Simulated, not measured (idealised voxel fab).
Presented below is a process module, voxel lift off.
The width of the displayed cross-section, cut, is 220 nm; its cells are square, with a size of 5 nm.
Cross-section format: a grid of square cells, given as bands from top to bottom; each band is one or more rows of cells. Heights first: top, then bottom, in nm. Then materials, left to right, each with a width in nm. "everywhere" on a single material: fills the band edge to edge. "air": empty space. Note: height 0 marks the level under which the wafer is uniformly one material as received. Lowest band unbounded below, written "top 0, no bottom". Graded width ("30..40"): value in top row of band = first number; value in bottom row = second number; row-to-row change constant. Take "changes: none" at face value: in the step it is given for, the cross-section changed in none of its cells. Reported under the label "Closed void table" are the empty spaces having no open way to the top and comprising 8 cells or more; the notation for each is width x height at distance, in which the distance is measured from the left edge and all three values are in nm. On a step's line, text after the settings is the simulator commenting on that step. The optional step-line setting "overlay nm" applies to steps with a mask and quantifies how far to the right of its planned location the mask lay, a negative value indicating leftward placement.
# Set out below are the planned steps of the process
- 1: RECEIVE with material Si
- 2: CONFORMAL_DEP with material Al2O3, thk nm 10
- 3: PATTERN with tone open, mask id LINES, material resist, width nm 30, pitch nm 45, thk nm 25, overlay nm 0
- 4: DIRECTIONAL_DEP with material Ru, thk nm 15
- 5: STRIP with etch materials resist
- 6: CONFORMAL_DEP with material SiO2, thk nm 5
# Wafer cross-section on receipt, i.e. after step 1
  top 0, no bottom = Si everywhere
  Closed void table: none
# Starting structure and process plan are as shown above, but one mistake was made in running the module; the wafer cross-section at the end of the module follows
  top 30, bottom 25 = 55 nm air, then 40 nm SiO2, then 5 nm air, then 40 nm SiO2, then 80 nm air
  top 25, bottom 15 = 55 nm air, then 5 nm SiO2, then 30 nm Ru, then 5 nm SiO2, then 5 nm air, then 5 nm SiO2, then 30 nm Ru, then 5 nm SiO2, then 80 nm air
  top 15, bottom 10 = 60 nm SiO2, then 30 nm Ru, then 15 nm SiO2, then 30 nm Ru, then 85 nm SiO2
  top 10, bottom 0 = Al2O3 everywhere
  top 0, no bottom = Si everywhere
  Closed void table: none
What was the processing mistake? step 3 was processed under conditions differing from the plan, specifically as PATTERN with tone open, mask id LINES, material resist, width nm 30, pitch nm 45, thk nm 25, overlay nm -10
